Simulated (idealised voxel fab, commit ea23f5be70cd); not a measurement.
process module | voxel released beams
cross-section cut | 240 nm wide | cells 5 nm
A cross-section is a grid of square cells, given in bands from the top down. A band is one or more rows of cells.
Each band's line starts with the height of the band's top and of its bottom, in nm. Then come its materials from left to right, each with its width in nm. One material with "throughout" fills the band from edge to edge. "air" is empty space.
Height 0 is the level under which the wafer as received is all one material. The lowest band goes on downwards, as in "0 down".
A width such as "30 to 40" changes by the same amount from each row of cells to the next, from the band's top row to its bottom row.
"no change" after a step means that no cell of the cross-section changed.
closed voids: empty space of 8 cells or more with no open way to the top, each as width x height at its distance from the left edge, in nm
after a step's settings: what the simulator itself notes on the step
overlay nm, on a step with a mask: how far to the right of its planned place the mask lay; to the left if negative
plan
1 op RECEIVE | material Si
2 op CONFORMAL_DEP | material SiN | thk nm 10
3 op DIRECTIONAL_DEP | material SiO2 | thk nm 10
4 op PATTERN | tone open | mask id ANCHOR | material resist | width nm 45 | thk nm 20 | overlay nm 0
5 op DIRECTIONAL_ETCH | etch materials SiO2 | depth nm 10
6 op STRIP | etch materials resist
7 op CONFORMAL_DEP | material W | thk nm 15
8 op MASKED_ETCH | tone cover | mask id BEAM | width nm 105 | etch materials W | depth nm 15 | overlay nm 0
9 op STRIP | etch materials SiO2
as received, after step 1
  0 down: Si throughout
  closed voids: none
a wafer at the end: this start, this plan, one mistake
  25 to 15: air 65 | W 20 | air 15 | W 70 | air 70
  15 to 10: air 65 | W 105 | air 70
  10 to 0: air 70 | W 45 | air 125
  0 down: Si throughout
  closed voids: none
what went wrong: step 2 was left out
